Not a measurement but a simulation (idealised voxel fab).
This section sets out a process module, namely voxel transistor to metal.
Cross-section cut spans 200 nm and uses square cells 5 nm in size.
How to read a cross-section here: the picture is a grid of square cells, written as bands going from the top down, and any band can span one or more rows of cells.
Band: top height; bottom height; in nm. Then, left to right: material with width in nm, for each material. "all across": a single material spanning edge to edge. "blank": empty space.
All heights in this document are referenced to 0, defined as the level beneath which the wafer, as received, consists entirely of one material. The lowest band is not bounded below; it extends indefinitely downward and is written in the form "z 0 and below".
It should be noted that a width expressed as "30..40" varies in equal increments from row to row of cells within the band, taking the value of the first number at the top row and that of the second number at the bottom row.
You'll sometimes find "identical to before" written for a step, and that's the way of saying that nowhere in the cross-section did a cell change during that step.
"Sealed void listing" specifies each empty space that is not open to the top and that occupies no fewer than 8 cells, using the form width x height at distance, the distance measured from the left edge and all three quantities in nm.
Whatever follows a step's settings on its line is a remark the simulator itself makes about that step.
For masked steps, "overlay nm" on the step line gives how far right of plan the mask actually lay; a minus sign means it lay to the left.
**List of planned process steps**
1) op RECEIVE | material Si
2) op CONFORMAL_DEP | material SiO2 | thk nm 5
3) op CONFORMAL_DEP | material SiN | thk nm 10
4) op PATTERN | tone cover | mask id ACTIVE | material resist | width nm 120 | thk nm 15 | overlay nm 0
5) op DIRECTIONAL_ETCH | etch materials SiN | depth nm 10
6) op DIRECTIONAL_ETCH | etch materials SiO2 | depth nm 5
7) op DIRECTIONAL_ETCH | etch materials Si | depth nm 20
8) op STRIP | etch materials resist
9) op OXIDIZE | depth nm 5
10) op FILL_DEP | material SiO2 | thk nm 10
11) op CMP | height nm 15
12) op SELECTIVE_ETCH | etch materials SiO2 | depth nm 10
13) op STRIP | etch materials SiN
14) op SELECTIVE_ETCH | etch materials SiO2 | depth nm 5
15) op OXIDIZE | depth nm 5
16) op DIRECTIONAL_DEP | material polySi | thk nm 30
17) op DIRECTIONAL_DEP | material SiCN | thk nm 15
18) op DIRECTIONAL_DEP | material aC | thk nm 15
19) op PATTERN | tone cover | mask id GATE | material resist | width nm 20 | thk nm 35 | overlay nm 0
20) op DIRECTIONAL_ETCH | etch materials aC | depth nm 15
21) op STRIP | etch materials resist
22) op DIRECTIONAL_ETCH | etch materials SiCN | depth nm 25
23) op DIRECTIONAL_ETCH | etch materials polySi | depth nm 40
24) op STRIP | etch materials aC
25) op CONFORMAL_DEP | material SiO2 | thk nm 5
26) op DIRECTIONAL_ETCH | etch materials SiO2 | depth nm 5
27) op CONFORMAL_DEP | material SiN | thk nm 5
28) op DIRECTIONAL_ETCH | etch materials SiN | depth nm 5
29) op DIRECTIONAL_ETCH | etch materials SiO2 | depth nm 5
30) op DIRECTIONAL_ETCH | etch materials Si | depth nm 5
31) op EPI | material nSi | thk nm 5
32) op FILL_DEP | material SiO2 | thk nm 5
33) op CMP | height nm 45
34) op DIRECTIONAL_DEP | material SiO2 | thk nm 15
35) op DIRECTIONAL_DEP | material aC | thk nm 15
36) op PATTERN | tone open | mask id CONTACT | material resist | width nm 20 | pitch nm 80 | thk nm 30 | overlay nm 0
37) op DIRECTIONAL_ETCH | etch materials aC | depth nm 15
38) op STRIP | etch materials resist
39) op DIRECTIONAL_ETCH | etch materials SiO2 | depth nm 65
40) op STRIP | etch materials aC
41) op CONFORMAL_DEP | material TiN | thk nm 5
42) op FILL_DEP | material W | thk nm 10
43) op CMP | height nm 60
44) op DIRECTIONAL_DEP | material TiN | thk nm 5
45) op DIRECTIONAL_DEP | material Ru | thk nm 20
46) op PATTERN | tone cover | mask id METAL_1 | material resist | width nm 20 | pitch nm 80 | thk nm 20 | overlay nm 0
47) op DIRECTIONAL_ETCH | etch materials Ru | depth nm 20
48) op DIRECTIONAL_ETCH | etch materials TiN | depth nm 5
49) op STRIP | etch materials resist
50) op FILL_DEP | material lowk | thk nm 10
51) op CMP | height nm 85
52) op CONFORMAL_DEP | material SiCN | thk nm 5
**first wafer, as planned**
**Cross-section of the wafer as it came to us, i.e., already through step 1**
- z 0 and below = Si all across
- Sealed void listing: none
**after step 2**
- z 5 to 0 = SiO2 all across
- Under 0: no change, same as before.
**after step 3**
- z 15 to 5 = SiN all across
- Under 5: no change, same as before.
**after step 4**
- z 30 to 15 = blank 40; resist 120; blank 40
- Under 15: no change, same as before.
**after step 5**
- z 30 to 15 = blank 40; resist 120; blank 40
- z 15 to 5 = blank 40; SiN 120; blank 40
- Under 5: no change, same as before.
**after step 6**
- z 30 to 15 = blank 40; resist 120; blank 40
- z 15 to 5 = blank 40; SiN 120; blank 40
- z 5 to 0 = blank 40; SiO2 120; blank 40
- Under 0: no change, same as before.
**after step 7**
- z 30 to 15 = blank 40; resist 120; blank 40
- z 15 to 5 = blank 40; SiN 120; blank 40
- z 5 to 0 = blank 40; SiO2 120; blank 40
- z 0 to -20 = blank 40; Si 120; blank 40
- Under -20: no change, same as before.
**after step 8**
- z 15 to 5 = blank 40; SiN 120; blank 40
- Under 5: no change, same as before.
**after step 9**
- z 15 to 5 = blank 40; SiN 120; blank 40
- z 5 to 0 = blank 40; SiO2 120; blank 40
- z 0 to -20 = blank 40; SiO2 5; Si 110; SiO2 5; blank 40
- z -20 to -25 = SiO2 45; Si 110; SiO2 45
- Under -25: no change, same as before.
**after step 10**
- z 25 to 15 = SiO2 all across
- z 15 to 5 = SiO2 40; SiN 120; SiO2 40
- z 5 to 0 = SiO2 all across
- z 0 to -25 = SiO2 45; Si 110; SiO2 45
- Under -25: no change, same as before.
**after step 11**
- z 15 to 5 = SiO2 40; SiN 120; SiO2 40
- Under 5: no change, same as before.
**after step 12**
- z 15 to 5 = blank 40; SiN 120; blank 40
- Under 5: no change, same as before.
**after step 13**
- z 5 to 0 = SiO2 all across
- Under 0: no change, same as before.
**after step 14**
- z 0 to -25 = SiO2 45; Si 110; SiO2 45
- Under -25: no change, same as before.
**after step 15**
- z 0 to -5 = SiO2 all across
- Under -5: no change, same as before.
**after step 16**
- z 30 to 0 = polySi all across
- Under 0: no change, same as before.
**after step 17**
- z 45 to 30 = SiCN all across
- Under 30: no change, same as before.
**after step 18**
- z 60 to 45 = aC all across
- Under 45: no change, same as before.
**after step 19**
- z 95 to 60 = blank 90; resist 20; blank 90
- Under 60: no change, same as before.
**after step 20**
- z 80 to 60 = blank 90; resist 20; blank 90
- z 60 to 45 = blank 90; aC 20; blank 90
- Under 45: no change, same as before.
**after step 21**
- z 60 to 45 = blank 90; aC 20; blank 90
- Under 45: no change, same as before.
**after step 22**
- z 60 to 45 = blank 90; aC 20; blank 90
- z 45 to 30 = blank 90; SiCN 20; blank 90
- Under 30: no change, same as before.
**after step 23**
- z 60 to 45 = blank 90; aC 20; blank 90
- z 45 to 30 = blank 90; SiCN 20; blank 90
- z 30 to 0 = blank 90; polySi 20; blank 90
- Under 0: no change, same as before.
**after step 24**
- z 45 to 30 = blank 90; SiCN 20; blank 90
- Under 30: no change, same as before.
**after step 25**
- z 50 to 45 = blank 85; SiO2 30; blank 85
- z 45 to 30 = blank 85; SiO2 5; SiCN 20; SiO2 5; blank 85
- z 30 to 5 = blank 85; SiO2 5; polySi 20; SiO2 5; blank 85
- z 5 to 0 = SiO2 90; polySi 20; SiO2 90
- Under 0: no change, same as before.
**after step 26**
- z 45 to 30 = blank 85; SiO2 5; SiCN 20; SiO2 5; blank 85
- z 30 to 0 = blank 85; SiO2 5; polySi 20; SiO2 5; blank 85
- Under 0: no change, same as before.
**after step 27**
- z 50 to 45 = blank 80; SiN 40; blank 80
- z 45 to 30 = blank 80; SiN 5; SiO2 5; SiCN 20; SiO2 5; SiN 5; blank 80
- z 30 to 5 = blank 80; SiN 5; SiO2 5; polySi 20; SiO2 5; SiN 5; blank 80
- z 5 to 0 = SiN 85; SiO2 5; polySi 20; SiO2 5; SiN 85
- Under 0: no change, same as before.
**after step 28**
- z 45 to 30 = blank 80; SiN 5; SiO2 5; SiCN 20; SiO2 5; SiN 5; blank 80
- z 30 to 0 = blank 80; SiN 5; SiO2 5; polySi 20; SiO2 5; SiN 5; blank 80
- Under 0: no change, same as before.
**after step 29**
- z 45 to 40 = blank 80; SiN 5; blank 5; SiCN 20; blank 5; SiN 5; blank 80
- z 40 to 30 = blank 80; SiN 5; SiO2 5; SiCN 20; SiO2 5; SiN 5; blank 80
- z 30 to 0 = blank 80; SiN 5; SiO2 5; polySi 20; SiO2 5; SiN 5; blank 80
- z 0 to -5 = blank 80; SiO2 40; blank 80
- Under -5: no change, same as before.
**after step 30**
- z 45 to 40 = blank 80; SiN 5; blank 5; SiCN 20; blank 5; SiN 5; blank 80
- z 40 to 30 = blank 80; SiN 5; SiO2 5; SiCN 20; SiO2 5; SiN 5; blank 80
- z 30 to 0 = blank 80; SiN 5; SiO2 5; polySi 20; SiO2 5; SiN 5; blank 80
- z 0 to -5 = blank 80; SiO2 40; blank 80
- z -5 to -10 = SiO2 45; blank 35; Si 40; blank 35; SiO2 45
- Under -10: no change, same as before.
**after step 31**
- z 45 to 40 = blank 80; SiN 5; blank 5; SiCN 20; blank 5; SiN 5; blank 80
- z 40 to 30 = blank 80; SiN 5; SiO2 5; SiCN 20; SiO2 5; SiN 5; blank 80
- z 30 to 0 = blank 80; SiN 5; SiO2 5; polySi 20; SiO2 5; SiN 5; blank 80
- z 0 to -5 = blank 75; nSi 5; SiO2 40; nSi 5; blank 75
- z -5 to -10 = SiO2 45; nSi 35; Si 40; nSi 35; SiO2 45
- Under -10: no change, same as before.
**after step 32**
- z 50 to 45 = SiO2 all across
- z 45 to 30 = SiO2 80; SiN 5; SiO2 5; SiCN 20; SiO2 5; SiN 5; SiO2 80
- z 30 to 0 = SiO2 80; SiN 5; SiO2 5; polySi 20; SiO2 5; SiN 5; SiO2 80
- z 0 to -5 = SiO2 75; nSi 5; SiO2 40; nSi 5; SiO2 75
- Under -5: no change, same as before.
**after step 33**
- z 45 to 30 = SiO2 80; SiN 5; SiO2 5; SiCN 20; SiO2 5; SiN 5; SiO2 80
- Under 30: no change, same as before.
**after step 34**
- z 60 to 45 = SiO2 all across
- Under 45: no change, same as before.
**after step 35**
- z 75 to 60 = aC all across
- Under 60: no change, same as before.
**after step 36**
- z 105 to 75 = resist 50; blank 20; resist 60; blank 20; resist 50
- Under 75: no change, same as before.
**after step 37**
- z 90 to 75 = resist 50; blank 20; resist 60; blank 20; resist 50
- z 75 to 60 = aC 50; blank 20; aC 60; blank 20; aC 50
- Under 60: no change, same as before.
**after step 38**
- z 75 to 60 = aC 50; blank 20; aC 60; blank 20; aC 50
- Under 60: no change, same as before.
**after step 39**
- z 75 to 60 = aC 50; blank 20; aC 60; blank 20; aC 50
- z 60 to 45 = SiO2 50; blank 20; SiO2 60; blank 20; SiO2 50
- z 45 to 30 = SiO2 50; blank 20; SiO2 10; SiN 5; SiO2 5; SiCN 20; SiO2 5; SiN 5; SiO2 10; blank 20; SiO2 50
- z 30 to 0 = SiO2 50; blank 20; SiO2 10; SiN 5; SiO2 5; polySi 20; SiO2 5; SiN 5; SiO2 10; blank 20; SiO2 50
- z 0 to -5 = SiO2 50; blank 20; SiO2 5; nSi 5; SiO2 40; nSi 5; SiO2 5; blank 20; SiO2 50
- Under -5: no change, same as before.
**after step 40**
- z 60 to 45 = SiO2 50; blank 20; SiO2 60; blank 20; SiO2 50
- Under 45: no change, same as before.
**after step 41**
- z 65 to 60 = TiN 55; blank 10; TiN 70; blank 10; TiN 55
- z 60 to 45 = SiO2 50; TiN 5; blank 10; TiN 5; SiO2 60; TiN 5; blank 10; TiN 5; SiO2 50
- z 45 to 30 = SiO2 50; TiN 5; blank 10; TiN 5; SiO2 10; SiN 5; SiO2 5; SiCN 20; SiO2 5; SiN 5; SiO2 10; TiN 5; blank 10; TiN 5; SiO2 50
- z 30 to 0 = SiO2 50; TiN 5; blank 10; TiN 5; SiO2 10; SiN 5; SiO2 5; polySi 20; SiO2 5; SiN 5; SiO2 10; TiN 5; blank 10; TiN 5; SiO2 50
- z 0 to -5 = SiO2 50; TiN 20; SiO2 5; nSi 5; SiO2 40; nSi 5; SiO2 5; TiN 20; SiO2 50
- Under -5: no change, same as before.
**after step 42**
- z 75 to 65 = W all across
- z 65 to 60 = TiN 55; W 10; TiN 70; W 10; TiN 55
- z 60 to 45 = SiO2 50; TiN 5; W 10; TiN 5; SiO2 60; TiN 5; W 10; TiN 5; SiO2 50
- z 45 to 30 = SiO2 50; TiN 5; W 10; TiN 5; SiO2 10; SiN 5; SiO2 5; SiCN 20; SiO2 5; SiN 5; SiO2 10; TiN 5; W 10; TiN 5; SiO2 50
- z 30 to 0 = SiO2 50; TiN 5; W 10; TiN 5; SiO2 10; SiN 5; SiO2 5; polySi 20; SiO2 5; SiN 5; SiO2 10; TiN 5; W 10; TiN 5; SiO2 50
- Under 0: no change, same as before.
**after step 43**
- z 60 to 45 = SiO2 50; TiN 5; W 10; TiN 5; SiO2 60; TiN 5; W 10; TiN 5; SiO2 50
- Under 45: no change, same as before.
**after step 44**
- z 65 to 60 = TiN all across
- Under 60: no change, same as before.
**after step 45**
- z 85 to 65 = Ru all across
- Under 65: no change, same as before.
**after step 46**
- z 105 to 85 = blank 50; resist 20; blank 60; resist 20; blank 50
- Under 85: no change, same as before.
**after step 47**
- z 105 to 85 = blank 50; resist 20; blank 60; resist 20; blank 50
- z 85 to 65 = blank 50; Ru 20; blank 60; Ru 20; blank 50
- Under 65: no change, same as before.
**after step 48**
- z 105 to 85 = blank 50; resist 20; blank 60; resist 20; blank 50
- z 85 to 65 = blank 50; Ru 20; blank 60; Ru 20; blank 50
- z 65 to 60 = blank 50; TiN 20; blank 60; TiN 20; blank 50
- Under 60: no change, same as before.
**after step 49**
- z 85 to 65 = blank 50; Ru 20; blank 60; Ru 20; blank 50
- Under 65: no change, same as before.
**after step 50**
- z 95 to 85 = lowk all across
- z 85 to 65 = lowk 50; Ru 20; lowk 60; Ru 20; lowk 50
- z 65 to 60 = lowk 50; TiN 20; lowk 60; TiN 20; lowk 50
- Under 60: no change, same as before.
**after step 51**
- z 85 to 65 = lowk 50; Ru 20; lowk 60; Ru 20; lowk 50
- Under 65: no change, same as before.
**after step 52**
- z 90 to 85 = SiCN all across
- Under 85: no change, same as before.
**Second of two: same start, same plan, one run error; steps up to and including 11 match the first**
**Cross-section of the second wafer when, according to plan, step 12 should have finished**
- z 15 to 5 = SiO2 40; blank 120; SiO2 40
- Under 5: no change, same as before.
**Cross-section of the second wafer when, according to plan, step 13 should have finished**
- z 5 to 0 = SiO2 30; blank 140; SiO2 30
- z 0 to -5 = SiO2 30; blank 15; Si 110; blank 15; SiO2 30
- Under -5: no change, same as before.
**Cross-section of the second wafer when, according to plan, step 14 should have finished**
- z 0 to -10 = SiO2 25; blank 20; Si 110; blank 20; SiO2 25
- Under -10: no change, same as before.
**Cross-section of the second wafer when, according to plan, step 15 should have finished**
- z 0 to -5 = SiO2 25; blank 20; SiO2 110; blank 20; SiO2 25
- z -5 to -10 = SiO2 25; blank 20; SiO2 5; Si 100; SiO2 5; blank 20; SiO2 25
- z -10 to -15 = SiO2 50; Si 100; SiO2 50
- Under -15: no change, same as before.
**Cross-section of the second wafer when, according to plan, step 16 should have finished**
- z 30 to 20 = polySi 25; blank 20; polySi 110; blank 20; polySi 25
- z 20 to 0 = polySi all across
- z 0 to -5 = SiO2 25; polySi 20; SiO2 110; polySi 20; SiO2 25
- z -5 to -10 = SiO2 25; polySi 20; SiO2 5; Si 100; SiO2 5; polySi 20; SiO2 25
- Under -10: no change, same as before.
**Cross-section of the second wafer when, according to plan, step 17 should have finished**
- z 45 to 35 = SiCN 25; blank 20; SiCN 110; blank 20; SiCN 25
- z 35 to 30 = SiCN all across
- z 30 to 20 = polySi 25; SiCN 20; polySi 110; SiCN 20; polySi 25
- Under 20: no change, same as before.
**Cross-section of the second wafer when, according to plan, step 18 should have finished**
- z 60 to 50 = aC 25; blank 20; aC 110; blank 20; aC 25
- z 50 to 45 = aC all across
- z 45 to 35 = SiCN 25; aC 20; SiCN 110; aC 20; SiCN 25
- Under 35: no change, same as before.
**Cross-section of the second wafer when, according to plan, step 19 should have finished**
- z 95 to 60 = blank 90; resist 20; blank 90
- Under 60: no change, same as before.
**Cross-section of the second wafer when, according to plan, step 20 should have finished**
- z 80 to 60 = blank 90; resist 20; blank 90
- z 60 to 45 = blank 90; aC 20; blank 90
- z 45 to 35 = SiCN 25; blank 20; SiCN 110; blank 20; SiCN 25
- Under 35: no change, same as before.
**Cross-section of the second wafer when, according to plan, step 21 should have finished**
- z 60 to 45 = blank 90; aC 20; blank 90
- Under 45: no change, same as before.
**Cross-section of the second wafer when, according to plan, step 22 should have finished**
- z 60 to 45 = blank 90; aC 20; blank 90
- z 45 to 30 = blank 90; SiCN 20; blank 90
- z 30 to 20 = polySi 25; blank 20; polySi 110; blank 20; polySi 25
- Under 20: no change, same as before.
**Cross-section of the second wafer when, according to plan, step 23 should have finished**
- z 60 to 45 = blank 90; aC 20; blank 90
- z 45 to 30 = blank 90; SiCN 20; blank 90
- z 30 to 0 = blank 90; polySi 20; blank 90
- z 0 to -5 = SiO2 25; blank 20; SiO2 110; blank 20; SiO2 25
- z -5 to -10 = SiO2 25; blank 20; SiO2 5; Si 100; SiO2 5; blank 20; SiO2 25
- Under -10: no change, same as before.
**Cross-section of the second wafer when, according to plan, step 24 should have finished**
- z 45 to 30 = blank 90; SiCN 20; blank 90
- Under 30: no change, same as before.
**Cross-section of the second wafer when, according to plan, step 25 should have finished**
- z 50 to 45 = blank 85; SiO2 30; blank 85
- z 45 to 30 = blank 85; SiO2 5; SiCN 20; SiO2 5; blank 85
- z 30 to 5 = blank 85; SiO2 5; polySi 20; SiO2 5; blank 85
- z 5 to 0 = SiO2 30; blank 10; SiO2 50; polySi 20; SiO2 50; blank 10; SiO2 30
- z 0 to -5 = SiO2 30; blank 10; SiO2 120; blank 10; SiO2 30
- z -5 to -15 = SiO2 50; Si 100; SiO2 50
- Under -15: no change, same as before.
**Cross-section of the second wafer when, according to plan, step 26 should have finished**
- z 45 to 30 = blank 85; SiO2 5; SiCN 20; SiO2 5; blank 85
- z 30 to 0 = blank 85; SiO2 5; polySi 20; SiO2 5; blank 85
- z 0 to -5 = SiO2 30; blank 10; SiO2 120; blank 10; SiO2 30
- z -5 to -10 = SiO2 30; blank 10; SiO2 10; Si 100; SiO2 10; blank 10; SiO2 30
- Under -10: no change, same as before.
**Cross-section of the second wafer when, according to plan, step 27 should have finished**
- z 50 to 45 = blank 80; SiN 40; blank 80
- z 45 to 30 = blank 80; SiN 5; SiO2 5; SiCN 20; SiO2 5; SiN 5; blank 80
- z 30 to 5 = blank 80; SiN 5; SiO2 5; polySi 20; SiO2 5; SiN 5; blank 80
- z 5 to 0 = SiN 85; SiO2 5; polySi 20; SiO2 5; SiN 85
- z 0 to -5 = SiO2 30; SiN 10; SiO2 120; SiN 10; SiO2 30
- z -5 to -10 = SiO2 30; SiN 10; SiO2 10; Si 100; SiO2 10; SiN 10; SiO2 30
- Under -10: no change, same as before.
**Cross-section of the second wafer when, according to plan, step 28 should have finished**
- z 45 to 30 = blank 80; SiN 5; SiO2 5; SiCN 20; SiO2 5; SiN 5; blank 80
- z 30 to 0 = blank 80; SiN 5; SiO2 5; polySi 20; SiO2 5; SiN 5; blank 80
- Under 0: no change, same as before.
**Cross-section of the second wafer when, according to plan, step 29 should have finished**
- z 45 to 40 = blank 80; SiN 5; blank 5; SiCN 20; blank 5; SiN 5; blank 80
- z 40 to 30 = blank 80; SiN 5; SiO2 5; SiCN 20; SiO2 5; SiN 5; blank 80
- z 30 to 0 = blank 80; SiN 5; SiO2 5; polySi 20; SiO2 5; SiN 5; blank 80
- z 0 to -5 = blank 30; SiN 10; blank 40; SiO2 40; blank 40; SiN 10; blank 30
- Under -5: no change, same as before.
**Cross-section of the second wafer when, according to plan, step 30 should have finished**
- z 45 to 40 = blank 80; SiN 5; blank 5; SiCN 20; blank 5; SiN 5; blank 80
- z 40 to 30 = blank 80; SiN 5; SiO2 5; SiCN 20; SiO2 5; SiN 5; blank 80
- z 30 to 0 = blank 80; SiN 5; SiO2 5; polySi 20; SiO2 5; SiN 5; blank 80
- z 0 to -5 = blank 30; SiN 10; blank 40; SiO2 40; blank 40; SiN 10; blank 30
- z -5 to -10 = SiO2 30; SiN 10; SiO2 10; blank 30; Si 40; blank 30; SiO2 10; SiN 10; SiO2 30
- Under -10: no change, same as before.
**Cross-section of the second wafer when, according to plan, step 31 should have finished**
- z 45 to 40 = blank 80; SiN 5; blank 5; SiCN 20; blank 5; SiN 5; blank 80
- z 40 to 30 = blank 80; SiN 5; SiO2 5; SiCN 20; SiO2 5; SiN 5; blank 80
- z 30 to 0 = blank 80; SiN 5; SiO2 5; polySi 20; SiO2 5; SiN 5; blank 80
- z 0 to -5 = blank 30; SiN 10; blank 35; nSi 5; SiO2 40; nSi 5; blank 35; SiN 10; blank 30
- z -5 to -10 = SiO2 30; SiN 10; SiO2 10; nSi 30; Si 40; nSi 30; SiO2 10; SiN 10; SiO2 30
- Under -10: no change, same as before.
**Cross-section of the second wafer when, according to plan, step 32 should have finished**
- z 50 to 45 = SiO2 all across
- z 45 to 30 = SiO2 80; SiN 5; SiO2 5; SiCN 20; SiO2 5; SiN 5; SiO2 80
- z 30 to 0 = SiO2 80; SiN 5; SiO2 5; polySi 20; SiO2 5; SiN 5; SiO2 80
- z 0 to -5 = SiO2 30; SiN 10; SiO2 35; nSi 5; SiO2 40; nSi 5; SiO2 35; SiN 10; SiO2 30
- Under -5: no change, same as before.
**Cross-section of the second wafer when, according to plan, step 33 should have finished**
- z 45 to 30 = SiO2 80; SiN 5; SiO2 5; SiCN 20; SiO2 5; SiN 5; SiO2 80
- Under 30: no change, same as before.
**Cross-section of the second wafer when, according to plan, step 34 should have finished**
- z 60 to 45 = SiO2 all across
- Under 45: no change, same as before.
**Cross-section of the second wafer when, according to plan, step 35 should have finished**
- z 75 to 60 = aC all across
- Under 60: no change, same as before.
**Cross-section of the second wafer when, according to plan, step 36 should have finished**
- z 105 to 75 = resist 50; blank 20; resist 60; blank 20; resist 50
- Under 75: no change, same as before.
**Cross-section of the second wafer when, according to plan, step 37 should have finished**
- z 90 to 75 = resist 50; blank 20; resist 60; blank 20; resist 50
- z 75 to 60 = aC 50; blank 20; aC 60; blank 20; aC 50
- Under 60: no change, same as before.
**Cross-section of the second wafer when, according to plan, step 38 should have finished**
- z 75 to 60 = aC 50; blank 20; aC 60; blank 20; aC 50
- Under 60: no change, same as before.
**Cross-section of the second wafer when, according to plan, step 39 should have finished**
- z 75 to 60 = aC 50; blank 20; aC 60; blank 20; aC 50
- z 60 to 45 = SiO2 50; blank 20; SiO2 60; blank 20; SiO2 50
- z 45 to 30 = SiO2 50; blank 20; SiO2 10; SiN 5; SiO2 5; SiCN 20; SiO2 5; SiN 5; SiO2 10; blank 20; SiO2 50
- z 30 to 0 = SiO2 50; blank 20; SiO2 10; SiN 5; SiO2 5; polySi 20; SiO2 5; SiN 5; SiO2 10; blank 20; SiO2 50
- z 0 to -5 = SiO2 30; SiN 10; SiO2 10; blank 20; SiO2 5; nSi 5; SiO2 40; nSi 5; SiO2 5; blank 20; SiO2 10; SiN 10; SiO2 30
- Under -5: no change, same as before.
**Cross-section of the second wafer when, according to plan, step 40 should have finished**
- z 60 to 45 = SiO2 50; blank 20; SiO2 60; blank 20; SiO2 50
- Under 45: no change, same as before.
**Cross-section of the second wafer when, according to plan, step 41 should have finished**
- z 65 to 60 = TiN 55; blank 10; TiN 70; blank 10; TiN 55
- z 60 to 45 = SiO2 50; TiN 5; blank 10; TiN 5; SiO2 60; TiN 5; blank 10; TiN 5; SiO2 50
- z 45 to 30 = SiO2 50; TiN 5; blank 10; TiN 5; SiO2 10; SiN 5; SiO2 5; SiCN 20; SiO2 5; SiN 5; SiO2 10; TiN 5; blank 10; TiN 5; SiO2 50
- z 30 to 0 = SiO2 50; TiN 5; blank 10; TiN 5; SiO2 10; SiN 5; SiO2 5; polySi 20; SiO2 5; SiN 5; SiO2 10; TiN 5; blank 10; TiN 5; SiO2 50
- z 0 to -5 = SiO2 30; SiN 10; SiO2 10; TiN 20; SiO2 5; nSi 5; SiO2 40; nSi 5; SiO2 5; TiN 20; SiO2 10; SiN 10; SiO2 30
- Under -5: no change, same as before.
**Cross-section of the second wafer when, according to plan, step 42 should have finished**
- z 75 to 65 = W all across
- z 65 to 60 = TiN 55; W 10; TiN 70; W 10; TiN 55
- z 60 to 45 = SiO2 50; TiN 5; W 10; TiN 5; SiO2 60; TiN 5; W 10; TiN 5; SiO2 50
- z 45 to 30 = SiO2 50; TiN 5; W 10; TiN 5; SiO2 10; SiN 5; SiO2 5; SiCN 20; SiO2 5; SiN 5; SiO2 10; TiN 5; W 10; TiN 5; SiO2 50
- z 30 to 0 = SiO2 50; TiN 5; W 10; TiN 5; SiO2 10; SiN 5; SiO2 5; polySi 20; SiO2 5; SiN 5; SiO2 10; TiN 5; W 10; TiN 5; SiO2 50
- Under 0: no change, same as before.
**Cross-section of the second wafer when, according to plan, step 43 should have finished**
- z 60 to 45 = SiO2 50; TiN 5; W 10; TiN 5; SiO2 60; TiN 5; W 10; TiN 5; SiO2 50
- Under 45: no change, same as before.
**Cross-section of the second wafer when, according to plan, step 44 should have finished**
- z 65 to 60 = TiN all across
- Under 60: no change, same as before.
**Cross-section of the second wafer when, according to plan, step 45 should have finished**
- z 85 to 65 = Ru all across
- Under 65: no change, same as before.
**Cross-section of the second wafer when, according to plan, step 46 should have finished**
- z 105 to 85 = blank 50; resist 20; blank 60; resist 20; blank 50
- Under 85: no change, same as before.
**Cross-section of the second wafer when, according to plan, step 47 should have finished**
- z 105 to 85 = blank 50; resist 20; blank 60; resist 20; blank 50
- z 85 to 65 = blank 50; Ru 20; blank 60; Ru 20; blank 50
- Under 65: no change, same as before.
**Cross-section of the second wafer when, according to plan, step 48 should have finished**
- z 105 to 85 = blank 50; resist 20; blank 60; resist 20; blank 50
- z 85 to 65 = blank 50; Ru 20; blank 60; Ru 20; blank 50
- z 65 to 60 = blank 50; TiN 20; blank 60; TiN 20; blank 50
- Under 60: no change, same as before.
**Cross-section of the second wafer when, according to plan, step 49 should have finished**
- z 85 to 65 = blank 50; Ru 20; blank 60; Ru 20; blank 50
- Under 65: no change, same as before.
**Cross-section of the second wafer when, according to plan, step 50 should have finished**
- z 95 to 85 = lowk all across
- z 85 to 65 = lowk 50; Ru 20; lowk 60; Ru 20; lowk 50
- z 65 to 60 = lowk 50; TiN 20; lowk 60; TiN 20; lowk 50
- Under 60: no change, same as before.
**Cross-section of the second wafer when, according to plan, step 51 should have finished**
- z 85 to 65 = lowk 50; Ru 20; lowk 60; Ru 20; lowk 50
- Under 65: no change, same as before.
**Cross-section of the second wafer when, according to plan, step 52 should have finished**
- z 90 to 85 = SiCN all across
- Under 85: no change, same as before.
Deviation noted in wafer processing: plan steps 12 and 13 run swapped
Looking at both finished wafers in cells, the second ends up ahead of or behind the first on some materials: 2 fewer of Si | 8 more of SiN | 4 fewer of SiO2 | 2 fewer of nSi
